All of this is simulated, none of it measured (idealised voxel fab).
Proc. module: voxel released beams
The figure presents cross-section cut, which has a width of 200 nm and is divided into square cells with an edge length of 5 nm.
Each cross-section below is a grid of square cells, stated as bands in top-down order, with one or more rows of cells making up each band.
Quick guide to a band line: top height, bottom height (nm) up front; then every material left to right with its width in nm. Only one material and it's marked "edge to edge"? Then it fills the band edge to edge. And "air" just means empty space.
Heads up on the height convention: 0 is the point under which the incoming wafer is all one material, and the lowest band has no bottom, it just keeps going down, like "0 -> down".
A width given as "30 to 40" starts at the first number in the band's top row and ends at the second number in its bottom row, shifting by an equal amount at every step from row to row.
For the purposes of this document, the phrase "nothing altered" attached to a step denotes that no cell within the cross-section was modified by that step.
Entry "Voids, sealed". Content: empty spaces with no open connection to the top, size 8 cells or greater. Each: width x height at distance. Distance: from left edge. Unit: nm.
Heads up: the bit after the settings on a step's line is the simulator's remark on that step.
The line of a step may include "overlay nm". On a step with a mask, this value is how far to the right of its planned place the mask lay. A negative value means the mask lay to the left.

This section lists the process steps that were planned
1: RECEIVE with material Si
2: CONFORMAL_DEP with material SiN, thk nm 5
3: DIRECTIONAL_DEP with material SiO2, thk nm 20
4: PATTERN with tone open, mask id ANCHOR, material resist, width nm 35, thk nm 20, overlay nm 0
5: DIRECTIONAL_ETCH with etch materials SiO2, depth nm 20
6: STRIP with etch materials resist
7: CONFORMAL_DEP with material TiN, thk nm 15
8: MASKED_ETCH with tone cover, mask id BEAM, width nm 120, etch materials TiN, depth nm 15, overlay nm 0
9: STRIP with etch materials SiO2

As-received wafer cross-section (after step 1)
* 0 -> down: Si edge to edge
* Voids, sealed: none

Looking at the first of two wafers in cross-section at end of module - ran to plan
* 40 -> 25: 35 of air  20 of TiN  5 of air  95 of TiN  45 of air
* 25 -> 20: 40 of air  15 of TiN  5 of air  15 of TiN  125 of air
* 20 -> 5: 40 of air  35 of TiN  125 of air
* 5 -> 0: SiN edge to edge
* 0 -> down: Si edge to edge
* Voids, sealed: none

Here's the second of our two wafers sectioned at module end. Same start as the first, same plan, but one mistake got made running it
* 40 -> 25: 35 of air  20 of TiN  5 of air  95 of TiN  45 of air
* 25 -> 20: 40 of air  15 of TiN  5 of air  15 of TiN  125 of air
* 20 -> 5: 40 of air  35 of TiN  125 of air
* 5 -> 0: TiN edge to edge
* 0 -> down: Si edge to edge
* Voids, sealed: none
So what did we get wrong on this run? step 2 did not happen as planned, as run it was CONFORMAL_DEP with material TiN, thk nm 5
Final tally in cells, some materials are higher or lower on the second wafer than on the first: SiN: 40 fewer; TiN: 40 more
